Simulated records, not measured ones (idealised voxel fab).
process module | voxel self aligned vias
cross-section cut | 285 nm wide | cells 5 nm
A cross-section is a grid of square cells, given in bands from the top down. A band is one or more rows of cells.
Each band's line starts with the height of the band's top and of its bottom, in nm. Then come its materials from left to right, each with its width in nm. One material with "throughout" fills the band from edge to edge. "air" is empty space.
Height 0 is the level under which the wafer as received is all one material. The lowest band goes on downwards, as in "0 down".
A width such as "30 to 40" changes by the same amount from each row of cells to the next, from the band's top row to its bottom row.
"no change" after a step means that no cell of the cross-section changed.
closed voids: empty space of 8 cells or more with no open way to the top, each as width x height at its distance from the left edge, in nm
after a step's settings: what the simulator itself notes on the step
overlay nm, on a step with a mask: how far to the right of its planned place the mask lay; to the left if negative
plan
1 op RECEIVE | material Si
2 op CONFORMAL_DEP | material SiO2 | thk nm 15
3 op CONFORMAL_DEP | material SiCN | thk nm 5
4 op DIRECTIONAL_DEP | material SiO2 | thk nm 25
5 op DIRECTIONAL_DEP | material aC | thk nm 15
6 op PATTERN | tone open | mask id LINES | material resist | width nm 25 | pitch nm 60 | thk nm 35 | overlay nm 0
7 op DIRECTIONAL_ETCH | etch materials aC | depth nm 15
8 op STRIP | etch materials resist
9 op DIRECTIONAL_ETCH | etch materials SiO2 | depth nm 25
10 op STRIP | etch materials aC
11 op CONFORMAL_DEP | material TiN | thk nm 5
12 op FILL_DEP | material W | thk nm 5
13 op CMP | height nm 45
14 op SELECTIVE_ETCH | etch materials W Ru TiN | depth nm 10
15 op FILL_DEP | material SiN | thk nm 5
16 op CMP | height nm 45
17 op DIRECTIONAL_DEP | material SiO2 | thk nm 15
18 op MASKED_ETCH | tone open | mask id VIAS | width nm 35 | etch materials SiO2 | depth nm 15 | overlay nm 0
19 op MASKED_ETCH | tone open | mask id VIAS | width nm 35 | etch materials SiN | depth nm 10 | overlay nm 0
20 op CONFORMAL_DEP | material TiN | thk nm 5
21 op FILL_DEP | material Ru | thk nm 5
22 op CMP | height nm 60
23 op CONFORMAL_DEP | material SiN | thk nm 5
as received, after step 1
  0 down: Si throughout
  closed voids: none
first wafer at the end, as planned
  65 to 60: SiN throughout
  60 to 50: SiO2 95 | TiN 5 | Ru 25 | TiN 5 | SiO2 155
  50 to 45: SiO2 95 | TiN 10 | Ru 15 | TiN 10 | SiO2 155
  45 to 40: SiO2 100 | TiN 5 | Ru 15 | TiN 5 | SiO2 35 | SiN 25 | SiO2 100
  40 to 35: SiO2 100 | TiN 25 | SiO2 35 | SiN 25 | SiO2 100
  35 to 25: SiO2 100 | TiN 5 | W 15 | TiN 5 | SiO2 35 | TiN 5 | W 15 | TiN 5 | SiO2 100
  25 to 20: SiO2 100 | TiN 25 | SiO2 35 | TiN 25 | SiO2 100
  20 to 15: SiCN throughout
  15 to 0: SiO2 throughout
  0 down: Si throughout
  closed voids: none
second wafer at the end: like start, like plan, one mistake
  65 to 60: SiN throughout
  60 to 45: SiO2 95 | TiN 5 | Ru 25 | TiN 5 | SiO2 155
  45 to 40: SiN 95 | TiN 10 | Ru 15 | TiN 10 | SiN 155
  40 to 35: SiO2 100 | TiN 25 | SiO2 35 | SiN 25 | SiO2 100
  35 to 25: SiO2 100 | TiN 5 | W 15 | TiN 5 | SiO2 35 | TiN 5 | W 15 | TiN 5 | SiO2 100
  25 to 20: SiO2 100 | TiN 25 | SiO2 35 | TiN 25 | SiO2 100
  20 to 15: SiCN throughout
  15 to 0: SiO2 throughout
  0 down: Si throughout
  closed voids: none
what went wrong: step 4 ran as: op DIRECTIONAL_DEP | material SiO2 | thk nm 20
at the end the second wafer has, in cells: 2 more of Ru | 45 more of SiN | 47 fewer of SiO2
